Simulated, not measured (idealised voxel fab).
Name of the process module below: voxel self aligned vias
cross-section cut | 270 nm wide | cells 5 nm
For the purposes of this document, a cross-section shall be understood as a grid of square cells, specified as bands listed in top-to-bottom order, each band consisting of one or more rows of cells. In this notation a band is specified by the heights of its top and bottom, in that order and in nm, after which its materials appear from left to right, each paired with its width in nm. The word "all across" attached to a single material means that material fills the band from edge to edge; the word "empty" stands for empty space. For the purposes of this specification, 0 denotes the height below which the wafer in its as-received condition is composed wholly of one material, and the lowermost band, lacking a lower limit, extends downward without end, as expressed in "0 -> down". A width given as "30..40" starts at the first number in the band's top row and ends at the second number in its bottom row, shifting by an equal amount at every step from row to row. Basically "remained unchanged" means that step didn't change any cell in the cross-section. "closed voids" - sealed voids, min. 8 cells, no opening to top; format: width x height at distance (distance from left edge; nm throughout). Formally, on a step line, whatever follows the settings is a remark that the simulator itself makes on the step. The setting "overlay nm" may be written on the line of a step. When the step uses a mask, the value reports how far to the right of the planned place the mask lay, and a negative value reports that it lay to the left.

-- The process steps that were planned are listed below
1) RECEIVE (material Si)
2) CONFORMAL_DEP (material SiO2; thk nm 15)
3) CONFORMAL_DEP (material SiCN; thk nm 5)
4) DIRECTIONAL_DEP (material SiO2; thk nm 25)
5) MASKED_ETCH (tone open; mask id LINES; width nm 30; pitch nm 80; etch materials SiO2; depth nm 25; overlay nm 0)
6) CONFORMAL_DEP (material TiN; thk nm 5)
7) FILL_DEP (material W; thk nm 10)
8) CMP (height nm 45)
9) SELECTIVE_ETCH (etch materials W Ru TiN; depth nm 10)
10) FILL_DEP (material SiN; thk nm 10)
11) CMP (height nm 45)
12) DIRECTIONAL_DEP (material SiO2; thk nm 15)
13) PATTERN (tone open; mask id VIAS; material resist; width nm 50; pitch nm 80; thk nm 20; overlay nm -15)
14) DIRECTIONAL_ETCH (etch materials SiO2; depth nm 15)
15) DIRECTIONAL_ETCH (etch materials SiN; depth nm 10)
16) STRIP (etch materials resist)
17) CONFORMAL_DEP (material TiN; thk nm 5)
18) FILL_DEP (material W; thk nm 10)
19) CMP (height nm 60)
20) CONFORMAL_DEP (material SiCN; thk nm 5)
For clarity, it should be stated that the wafers under discussion commence in an identical condition and differ with respect to the overlay nm of step 13, the plan indicating the value that the first wafer had.

-- first wafer as received, after step 1
* 0 -> down | Si all across
* closed voids: none

-- Here's the first of several wafers in cross-section, end of the module, after the last step, step 20
* 65 -> 60 | SiCN all across
* 60 -> 50 | SiO2: 55; TiN: 5; W: 40; TiN: 5; SiO2: 30; TiN: 5; W: 40; TiN: 5; SiO2: 85
* 50 -> 45 | SiO2: 55; TiN: 30; W: 15; TiN: 5; SiO2: 30; TiN: 30; W: 15; TiN: 5; SiO2: 85
* 45 -> 40 | SiO2: 80; TiN: 5; W: 15; TiN: 5; SiN: 5; SiO2: 50; TiN: 5; W: 15; TiN: 5; SiN: 5; SiO2: 80
* 40 -> 35 | SiO2: 80; TiN: 25; SiN: 5; SiO2: 50; TiN: 25; SiN: 5; SiO2: 80
* 35 -> 25 | SiO2: 80; TiN: 5; W: 20; TiN: 5; SiO2: 50; TiN: 5; W: 20; TiN: 5; SiO2: 80
* 25 -> 20 | SiO2: 80; TiN: 30; SiO2: 50; TiN: 30; SiO2: 80
* 20 -> 15 | SiCN all across
* 15 -> 0 | SiO2 all across
* 0 -> down | Si all across
* closed voids: none

-- Cross-section, module end, final of several wafers
* 65 -> 60 | SiCN all across
* 60 -> 50 | SiO2: 85; TiN: 5; W: 40; TiN: 5; SiO2: 30; TiN: 5; W: 40; TiN: 5; SiO2: 55
* 50 -> 45 | SiO2: 85; TiN: 5; W: 15; TiN: 30; SiO2: 30; TiN: 5; W: 15; TiN: 30; SiO2: 55
* 45 -> 40 | SiO2: 80; SiN: 5; TiN: 5; W: 15; TiN: 5; SiO2: 50; SiN: 5; TiN: 5; W: 15; TiN: 5; SiO2: 80
* 40 -> 35 | SiO2: 80; SiN: 5; TiN: 25; SiO2: 50; SiN: 5; TiN: 25; SiO2: 80
* 35 -> 25 | SiO2: 80; TiN: 5; W: 20; TiN: 5; SiO2: 50; TiN: 5; W: 20; TiN: 5; SiO2: 80
* 25 -> 20 | SiO2: 80; TiN: 30; SiO2: 50; TiN: 30; SiO2: 80
* 20 -> 15 | SiCN all across
* 15 -> 0 | SiO2 all across
* 0 -> down | Si all across
* closed voids: none

-- End of module, by wafer: material-by-material cell gain (+) or loss (-) since receipt, then closed voids
overlay nm -15; +108 SiCN; +4 SiN; +474 SiO2; +56 TiN; +60 W; closed voids: none
overlay nm -10; +108 SiCN; +474 SiO2; +56 TiN; +64 W; closed voids: none
overlay nm -5; +108 SiCN; +474 SiO2; +56 TiN; +64 W; closed voids: none
overlay nm 0; +108 SiCN; +474 SiO2; +56 TiN; +64 W; closed voids: none
overlay nm 5; +108 SiCN; +474 SiO2; +56 TiN; +64 W; closed voids: none
overlay nm 10; +108 SiCN; +474 SiO2; +56 TiN; +64 W; closed voids: none
overlay nm 15; +108 SiCN; +4 SiN; +474 SiO2; +56 TiN; +60 W; closed voids: none
